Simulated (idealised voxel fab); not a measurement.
process module | voxel lift off
cross-section cut | 145 nm wide | cells 5 nm
A cross-section is a grid of square cells, given in bands from the top down. A band is one or more rows of cells.
Each band's line starts with the height of the band's top and of its bottom, in nm. Then come its materials from left to right, each with its width in nm. One material with "throughout" fills the band from edge to edge. "air" is empty space.
Height 0 is the level under which the wafer as received is all one material. The lowest band goes on downwards, as in "0 down".
A width such as "30 to 40" changes by the same amount from each row of cells to the next, from the band's top row to its bottom row.
"no change" after a step means that no cell of the cross-section changed.
closed voids: empty space of 8 cells or more with no open way to the top, each as width x height at its distance from the left edge, in nm
after a step's settings: what the simulator itself notes on the step
overlay nm, on a step with a mask: how far to the right of its planned place the mask lay; to the left if negative
plan
1 op RECEIVE | material Si
2 op CONFORMAL_DEP | material SiO2 | thk nm 15
3 op PATTERN | tone open | mask id LINES | material resist | width nm 15 | pitch nm 50 | thk nm 20 | overlay nm 0
4 op DIRECTIONAL_DEP | material Ru | thk nm 10
5 op STRIP | etch materials resist
6 op CONFORMAL_DEP | material SiN | thk nm 10
varied across the wafers: width nm of step 3. The plan shows the first wafer's value. All wafers start alike
first wafer as received, after step 1
  0 down: Si throughout
  closed voids: none
each wafer at the end: cells of each material gained (+) or lost (-) since it was received, then its closed voids
width nm 15 | +12 Ru | +74 SiN | +87 SiO2 | closed voids: none
width nm 20 | +16 Ru | +74 SiN | +87 SiO2 | closed voids: none
width nm 25 | +20 Ru | +74 SiN | +87 SiO2 | closed voids: none
width nm 30 | +24 Ru | +74 SiN | +87 SiO2 | closed voids: none
width nm 35 | +28 Ru | +72 SiN | +87 SiO2 | closed voids: none
